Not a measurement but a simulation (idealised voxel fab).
Process module, titled voxel capacitor over wiring
Xsec cut, 140 nm wide, square cell size 5 nm.
Heads up, the way a cross-section reads in here is a grid of square cells, handed over as bands from the top down, with every band being one or more rows of cells.
Per band: top height and bottom height in nm, followed by the left-to-right materials and their widths in nm; "full width" marks a single material spanning edge to edge, "empty" marks empty space.
Counting heights begins at 0, where everything beneath is, in the wafer as received, one material. The lowest band has no bottom; it goes on downwards, as "0 -> down" shows.
Note: "30..40" means the width goes from the first number (top row of the band) to the second number (bottom row) in equal steps per row of cells.
Basically "no modification" means that step didn't change any cell in the cross-section.
"Closed void catalog" contains a list of empty spaces, each no smaller than 8 cells and without an open way to the top, written in the form width x height at distance with the distance from the left edge and all three in nm.
What comes after the settings on a step's line is commentary from the simulator itself on that step.
overlay nm: step with mask; distance mask lay right of planned place; negative value = left of planned place.

## Listed below are the process steps as planned
step 1: RECEIVE (material Si)
step 2: CONFORMAL_DEP (material SiO2; thk nm 10)
step 3: DIRECTIONAL_DEP (material TiN; thk nm 5)
step 4: DIRECTIONAL_DEP (material Ru; thk nm 15)
step 5: MASKED_ETCH (tone cover; mask id METAL_1; width nm 20; pitch nm 80; etch materials Ru; depth nm 15; overlay nm 0)
step 6: MASKED_ETCH (tone cover; mask id METAL_1; width nm 20; pitch nm 80; etch materials TiN; depth nm 5; overlay nm 0)
step 7: CONFORMAL_DEP (material SiCN; thk nm 5)
step 8: FILL_DEP (material SiO2; thk nm 10)
step 9: CMP (height nm 30)
step 10: CONFORMAL_DEP (material SiCN; thk nm 5)
step 11: DIRECTIONAL_DEP (material lowk; thk nm 15)
step 12: MASKED_ETCH (tone open; mask id PLUG_1; width nm 15; etch materials lowk; depth nm 15; overlay nm 0)
step 13: MASKED_ETCH (tone open; mask id PLUG_1; width nm 15; etch materials SiCN; depth nm 5; overlay nm 0)
step 14: EPI (material Ru; thk nm 10)
step 15: EPI (material Ru; thk nm 10)
step 16: DIRECTIONAL_DEP (material TiN; thk nm 10)
step 17: DIRECTIONAL_DEP (material SiN; thk nm 5)
step 18: DIRECTIONAL_DEP (material TiN; thk nm 5)
step 19: PATTERN (tone cover; mask id UPPER_PLATE; material resist; width nm 65; thk nm 15; overlay nm 0)
step 20: DIRECTIONAL_ETCH (etch materials TiN; depth nm 5)
step 21: DIRECTIONAL_ETCH (etch materials SiN; depth nm 5)
step 22: STRIP (etch materials resist)
step 23: DIRECTIONAL_DEP (material aC; thk nm 15)
step 24: PATTERN (tone cover; mask id LOWER_PLATE; material resist; width nm 75; thk nm 30; overlay nm 0)
step 25: DIRECTIONAL_ETCH (etch materials aC; depth nm 15)
step 26: STRIP (etch materials resist)
step 27: DIRECTIONAL_ETCH (etch materials TiN; depth nm 10)
step 28: STRIP (etch materials aC)
step 29: FILL_DEP (material SiO2; thk nm 15)
step 30: CMP (height nm 80)
step 31: PATTERN (tone open; mask id PLUG_2; material resist; width nm 15; thk nm 15; overlay nm 0)
step 32: DIRECTIONAL_ETCH (etch materials SiO2; depth nm 10)
step 33: STRIP (etch materials resist)
step 34: CONFORMAL_DEP (material TiN; thk nm 5)
step 35: FILL_DEP (material W; thk nm 5)
step 36: CMP (height nm 80)
step 37: CONFORMAL_DEP (material SiN; thk nm 5)

## As-received state of the wafer in cross-section, equivalent to post-step 1
    0 -> down: Si full width
    Closed void catalog: none

## Here's the cross-section of the first of our two wafers at the end of the module - it ran as planned
    85 -> 80: SiN full width
    80 -> 75: SiO2 35 nm; TiN 5 nm; W 5 nm; TiN 5 nm; SiO2 90 nm
    75 -> 65: SiO2 35..25 nm; TiN 15..65 nm; SiO2 90..50 nm
    65 -> 60: SiO2 25 nm; SiN 65 nm; SiO2 50 nm
    60 -> 50: SiO2 20 nm; TiN 75 nm; SiO2 45 nm
    50 -> 35: lowk 25 nm; Ru 15 nm; lowk 100 nm
    35 -> 30: SiCN 25 nm; Ru 15 nm; SiCN 100 nm
    30 -> 15: SiO2 15 nm; SiCN 5 nm; Ru 20 nm; SiCN 5 nm; SiO2 50 nm; SiCN 5 nm; Ru 20 nm; SiCN 5 nm; SiO2 15 nm
    15 -> 10: SiCN 20 nm; TiN 20 nm; SiCN 60 nm; TiN 20 nm; SiCN 20 nm
    10 -> 0: SiO2 full width
    0 -> down: Si full width
    Closed void catalog: none

## Second wafer of the two, sectioned at the end of the module. It began like the first and followed the same plan, but one mistake was made while running it
    85 -> 80: SiN full width
    80 -> 75: SiO2 35 nm; TiN 5 nm; W 5 nm; TiN 5 nm; SiO2 90 nm
    75 -> 65: SiO2 35..25 nm; TiN 15 nm; SiO2 90..100 nm
    65 -> 60: SiO2 25 nm; SiN 15 nm; SiO2 100 nm
    60 -> 50: SiO2 25 nm; TiN 15..65 nm; SiO2 100..50 nm
    50 -> 45: SiO2 25 nm; lowk 15 nm; SiN 50 nm; SiO2 50 nm
    45 -> 35: SiO2 20 nm; TiN 5 nm; lowk 15 nm; TiN 55 nm; SiO2 45 nm
    35 -> 30: SiCN full width
    30 -> 15: SiO2 15 nm; SiCN 5 nm; Ru 20 nm; SiCN 5 nm; SiO2 50 nm; SiCN 5 nm; Ru 20 nm; SiCN 5 nm; SiO2 15 nm
    15 -> 10: SiCN 20 nm; TiN 20 nm; SiCN 60 nm; TiN 20 nm; SiCN 20 nm
    10 -> 0: SiO2 full width
    0 -> down: Si full width
    Closed void catalog: none
What broke from the plan during processing? step 12 changed vs plan, executed as MASKED_ETCH (tone cover; mask id PLUG_1; width nm 15; etch materials lowk; depth nm 15; overlay nm 0)
Bottom line after processing is that, in cells, the second wafer is up or down on some materials versus the first: Ru -12; SiCN +3; SiO2 +75; lowk -66
